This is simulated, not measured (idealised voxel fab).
Module name: voxel plated lines (process module)
Cross-section cut spans 225 nm and uses square cells 5 nm in size.
Each cross-section below is a grid of square cells, stated as bands in top-down order, with one or more rows of cells making up each band. What a band's entry tells you: where the top is and where the bottom is, as heights in nm, and after that what lies inside, material by material from left to right, each with its width in nm. Empty space is written as the word "air", and a single material marked with the word "all across" occupies the band from edge to edge. Convention: height 0 is the level below which the wafer, as received, is all one material. The lowest band does not terminate at the bottom but continues downward, represented as "0 and below". A width such as "30->40" changes by the same amount from each row of cells to the next, from the band's top row to its bottom row. Reading "no change occurred" for a step: not a cell of the cross-section changed in it. "Closed void roster": empty spaces of 8 cells or more with no open way to the top, each given as width x height at distance, distance from the left edge, all in nm. Text after the settings on a step's line: the simulator's own remark on that step. You can add "overlay nm" to a step's line. For a step with a mask, it describes how far the mask lay to the right of its planned position, and a negative number describes a lay to the left.

# Listed below are the process steps as planned
1) RECEIVE, material Si
2) CONFORMAL_DEP, material Al2O3, thk nm 10
3) DIRECTIONAL_DEP, material TiN, thk nm 5
4) PATTERN, tone open, mask id LINES, material resist, width nm 25, pitch nm 55, thk nm 15, overlay nm 0
5) EPI, material Ru, thk nm 10
6) STRIP, etch materials resist
7) DIRECTIONAL_ETCH, etch materials TiN, depth nm 5
8) CONFORMAL_DEP, material SiO2, thk nm 5
Every wafer here starts from the same state; it is the step 8 thk nm that distinguishes them, and the value the plan gives belongs to the first wafer.

# Step 1 complete: as-received cross-section of the first of several wafers
0 and below = Si all across
Closed void roster: none

# Note: the following table is arranged by wafer, a row apiece. Each row reports the end-of-module state: per material, cells gained (+) or cells lost (-) compared with the wafer as received; closed voids follow
thk nm 5, +90 Al2O3, +20 Ru, +57 SiO2, +10 TiN, Closed void roster: none
thk nm 10, +90 Al2O3, +20 Ru, +114 SiO2, +10 TiN, Closed void roster: none
thk nm 15, +90 Al2O3, +20 Ru, +171 SiO2, +10 TiN, Closed void roster: none
thk nm 20, +90 Al2O3, +20 Ru, +222 SiO2, +10 TiN, Closed void roster: none
thk nm 25, +90 Al2O3, +20 Ru, +273 SiO2, +10 TiN, Closed void roster: none
